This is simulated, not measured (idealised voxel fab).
process module | voxel air gaps
cross-section cut | 215 nm wide | cells 5 nm
A cross-section is a grid of square cells, given in bands from the top down. A band is one or more rows of cells.
Each band's line starts with the height of the band's top and of its bottom, in nm. Then come its materials from left to right, each with its width in nm. One material with "throughout" fills the band from edge to edge. "air" is empty space.
Height 0 is the level under which the wafer as received is all one material. The lowest band goes on downwards, as in "0 down".
A width such as "30 to 40" changes by the same amount from each row of cells to the next, from the band's top row to its bottom row.
"no change" after a step means that no cell of the cross-section changed.
closed voids: empty space of 8 cells or more with no open way to the top, each as width x height at its distance from the left edge, in nm
after a step's settings: what the simulator itself notes on the step
overlay nm, on a step with a mask: how far to the right of its planned place the mask lay; to the left if negative
plan
1 op RECEIVE | material Si
2 op CONFORMAL_DEP | material SiO2 | thk nm 15
3 op CONFORMAL_DEP | material SiCN | thk nm 5
4 op DIRECTIONAL_DEP | material SiO2 | thk nm 35
5 op DIRECTIONAL_DEP | material aC | thk nm 15
6 op PATTERN | tone open | mask id LINES | material resist | width nm 25 | pitch nm 50 | thk nm 30 | overlay nm 0
7 op DIRECTIONAL_ETCH | etch materials aC | depth nm 15
8 op STRIP | etch materials resist
9 op DIRECTIONAL_ETCH | etch materials SiO2 | depth nm 35
10 op STRIP | etch materials aC
11 op CONFORMAL_DEP | material TiN | thk nm 5
12 op FILL_DEP | material W | thk nm 5
13 op CMP | height nm 55
14 op EPI | material Ru | thk nm 10
15 op SELECTIVE_ETCH | etch materials SiO2 | depth nm 45
16 op CONFORMAL_DEP | material SiCN | thk nm 5
as received, after step 1
  0 down: Si throughout
  closed voids: none
first wafer at the end, as planned
  70 to 65: air 30 | SiCN 155 | air 30
  65 to 55: air 30 | SiCN 5 | Ru 45 | SiCN 5 | Ru 45 | SiCN 5 | Ru 45 | SiCN 5 | air 30
  55 to 50: air 30 | SiCN 15 | TiN 5 | W 15 | TiN 5 | SiCN 25 | TiN 5 | W 15 | TiN 5 | SiCN 25 | TiN 5 | W 15 | TiN 5 | SiCN 15 | air 30
  50 to 25: air 40 | SiCN 5 | TiN 5 | W 15 | TiN 5 | SiCN 5 | air 15 | SiCN 5 | TiN 5 | W 15 | TiN 5 | SiCN 5 | air 15 | SiCN 5 | TiN 5 | W 15 | TiN 5 | SiCN 5 | air 40
  25 to 20: SiCN 45 | TiN 25 | SiCN 25 | TiN 25 | SiCN 25 | TiN 25 | SiCN 45
  20 to 15: SiCN throughout
  15 to 0: SiO2 throughout
  0 down: Si throughout
  closed voids: 15 x 25 at 75; 15 x 25 at 125
second wafer at the end: like start, like plan, one mistake
  70 to 65: air 35 | SiCN 45 | air 5 | SiCN 45 | air 5 | SiCN 45 | air 35
  65 to 55: air 35 | SiCN 5 | Ru 35 | SiCN 5 | air 5 | SiCN 5 | Ru 35 | SiCN 5 | air 5 | SiCN 5 | Ru 35 | SiCN 5 | air 35
  55 to 50: air 35 | SiCN 15 | TiN 5 | W 5 | TiN 5 | SiCN 15 | air 5 | SiCN 15 | TiN 5 | W 5 | TiN 5 | SiCN 15 | air 5 | SiCN 15 | TiN 5 | W 5 | TiN 5 | SiCN 15 | air 35
  50 to 25: air 45 | SiCN 5 | TiN 5 | W 5 | TiN 5 | SiCN 5 | air 25 | SiCN 5 | TiN 5 | W 5 | TiN 5 | SiCN 5 | air 25 | SiCN 5 | TiN 5 | W 5 | TiN 5 | SiCN 5 | air 45
  25 to 20: SiCN 50 | TiN 15 | SiCN 35 | TiN 15 | SiCN 35 | TiN 15 | SiCN 50
  20 to 15: SiCN throughout
  15 to 0: SiO2 throughout
  0 down: Si throughout
  closed voids: none
what went wrong: step 6 ran as: op PATTERN | tone open | mask id LINES | material resist | width nm 15 | pitch nm 50 | thk nm 30 | overlay nm 0
at the end the second wafer has, in cells: 12 fewer of Ru | 8 more of SiCN | 6 fewer of TiN | 36 fewer of W
closed voids at the end (first wafer, second wafer): 2, 0
